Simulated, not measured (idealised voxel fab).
Process module name: voxel ribs on slabs
Cross-sectional view cut (width: 255 nm; square cell size: 5 nm).
This document writes a cross-section as a grid whose cells are square, and gives it as bands, listed from the top down; one or more rows of cells form a band. Top height, bottom height, nm. Materials left to right, width each, nm. Single material + "throughout" = fills band edge to edge. "blank" = empty. Note: height 0 marks the level under which the wafer is uniformly one material as received. Lowest band unbounded below, written "top 0, no bottom". Read "30..40" as a graded width: first number on top, second number at the bottom, same change between each pair of neighbouring rows. The designation "nothing altered", where it is given for a processing step, indicates that no cell of the cross-section was altered in the course of that step. Voids not open to the top, 8 cells minimum: see "Fully closed voids". Written width x height at distance; distance is from the left edge; nm. Whatever follows a step's settings on its line is a remark the simulator itself makes about that step. Steps that use a mask can have "overlay nm" on their line. It says how far the mask sat to the right of where it was meant to be. Negative means to the left.
## Planned process steps
step 1: RECEIVE with material Si
step 2: DIRECTIONAL_DEP with material SiO2, thk nm 20
step 3: DIRECTIONAL_DEP with material polySi, thk nm 15
step 4: MASKED_ETCH with tone cover, mask id RIB, width nm 20, etch materials polySi, depth nm 5, overlay nm 0
step 5: DIRECTIONAL_DEP with material aC, thk nm 15
step 6: PATTERN with tone cover, mask id SLAB, material resist, width nm 70, thk nm 30, overlay nm 0
step 7: DIRECTIONAL_ETCH with etch materials aC, depth nm 15
step 8: STRIP with etch materials resist
step 9: DIRECTIONAL_ETCH with etch materials polySi, depth nm 10
step 10: STRIP with etch materials aC
step 11: FILL_DEP with material SiO2, thk nm 20
step 12: CMP with height nm 35
step 13: DIRECTIONAL_DEP with material W, thk nm 5
step 14: MASKED_ETCH with tone cover, mask id HEATER, width nm 30, etch materials W, depth nm 5, overlay nm 0
step 15: CONFORMAL_DEP with material SiN, thk nm 5
Among the wafers covered here, the point of difference is the height nm at step 12; their starting state is shared, and the plan presents the value of the first wafer.
## Sectional view: first of several wafers, as received, after step 1
* top 0, no bottom | Si throughout
* Fully closed voids: none
## Last step of the module is step 15; after it, the first of several wafers in cross-section
* top 45, bottom 40 | 105 nm blank  40 nm SiN  110 nm blank
* top 40, bottom 35 | 110 nm SiN  30 nm W  115 nm SiN
* top 35, bottom 30 | 115 nm SiO2  20 nm polySi  120 nm SiO2
* top 30, bottom 20 | 90 nm SiO2  70 nm polySi  95 nm SiO2
* top 20, bottom 0 | SiO2 throughout
* top 0, no bottom | Si throughout
* Fully closed voids: none
## Final wafer of several, shown in cross-section at the end of the module
* top 65, bottom 60 | 105 nm blank  40 nm SiN  110 nm blank
* top 60, bottom 55 | 110 nm SiN  30 nm W  115 nm SiN
* top 55, bottom 35 | SiO2 throughout
* top 35, bottom 30 | 115 nm SiO2  20 nm polySi  120 nm SiO2
* top 30, bottom 20 | 90 nm SiO2  70 nm polySi  95 nm SiO2
* top 20, bottom 0 | SiO2 throughout
* top 0, no bottom | Si throughout
* Fully closed voids: none
## So in this table every wafer gets its own row, and what you see is where it stands at the end of the module: for each material, how many cells it picked up (+) or gave up (-) since we received it, and after that its closed voids
height nm 35; +53 SiN; +325 SiO2; +6 W; +32 polySi; Fully closed voids: none
height nm 40; +53 SiN; +376 SiO2; +6 W; +32 polySi; Fully closed voids: none
height nm 45; +53 SiN; +427 SiO2; +6 W; +32 polySi; Fully closed voids: none
height nm 50; +53 SiN; +478 SiO2; +6 W; +32 polySi; Fully closed voids: none
height nm 55; +53 SiN; +529 SiO2; +6 W; +32 polySi; Fully closed voids: none
